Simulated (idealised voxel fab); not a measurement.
Herein follows the process module entitled voxel ribs on slabs.
Displayed cross-section: cut, width of 270 nm, square cells sized 5 nm.
Square cells in a grid make up a cross-section in this document, and the grid is given as bands, listed from the top down, each one or more rows of cells.
In this notation a band is specified by the heights of its top and bottom, in that order and in nm, after which its materials appear from left to right, each paired with its width in nm. The word "throughout" attached to a single material means that material fills the band from edge to edge; the word "blank" stands for empty space.
The reference from which all heights are counted is 0, the level beneath which the as-received wafer is entirely one material; the lowest band, having no lower bound, proceeds downward and is written after the example "from 0 down".
Graded width ("30..40"): value in top row of band = first number; value in bottom row = second number; row-to-row change constant.
"nothing different" for a step: no cell of the cross-section changed in that step.
Under "Enclosed empty spaces" you'll find the enclosed gaps, the ones with no way out to the top, that are 8 cells or bigger; each reads width x height at distance, with distance counted from the left edge, everything in nm.
Where a step's line continues beyond its settings, the continuation is a remark by the simulator itself on that step.
The setting "overlay nm" may be written on the line of a step. When the step uses a mask, the value reports how far to the right of the planned place the mask lay, and a negative value reports that it lay to the left.
### The following list gives the planned process steps
step 1: RECEIVE,material Si
step 2: DIRECTIONAL_DEP,material SiO2,thk nm 10
step 3: DIRECTIONAL_DEP,material polySi,thk nm 20
step 4: DIRECTIONAL_DEP,material aC,thk nm 10
step 5: PATTERN,tone cover,mask id RIB,material resist,width nm 20,thk nm 30,overlay nm 0
step 6: DIRECTIONAL_ETCH,etch materials aC,depth nm 10
step 7: STRIP,etch materials resist
step 8: DIRECTIONAL_ETCH,etch materials polySi,depth nm 15
step 9: STRIP,etch materials aC
step 10: PATTERN,tone cover,mask id SLAB,material resist,width nm 60,thk nm 15,overlay nm 0
step 11: DIRECTIONAL_ETCH,etch materials polySi,depth nm 5
step 12: STRIP,etch materials resist
step 13: FILL_DEP,material SiO2,thk nm 25
step 14: CMP,height nm 55
step 15: DIRECTIONAL_DEP,material W,thk nm 5
step 16: PATTERN,tone cover,mask id HEATER,material resist,width nm 30,thk nm 20,overlay nm 0
step 17: DIRECTIONAL_ETCH,etch materials W,depth nm 5
step 18: STRIP,etch materials resist
step 19: CONFORMAL_DEP,material SiN,thk nm 5
Same starting wafers, different thk nm at step 2. Plan value belongs to the first wafer.
### First of several wafers, received after step 1, in cross-section
from 0 down: Si throughout
Enclosed empty spaces: none
### each wafer at the end: cells of each material gained (+) or lost (-) since it was received, then its closed voids
thk nm 10, +56 SiN, +570 SiO2, +6 W, +24 polySi, Enclosed empty spaces: none
thk nm 15, +56 SiN, +570 SiO2, +6 W, +24 polySi, Enclosed empty spaces: none
thk nm 20, +56 SiN, +570 SiO2, +6 W, +24 polySi, Enclosed empty spaces: none
thk nm 25, +56 SiN, +570 SiO2, +6 W, +24 polySi, Enclosed empty spaces: none
thk nm 30, +56 SiN, +570 SiO2, +6 W, +24 polySi, Enclosed empty spaces: none
thk nm 35, +56 SiN, +570 SiO2, +6 W, +24 polySi, Enclosed empty spaces: none
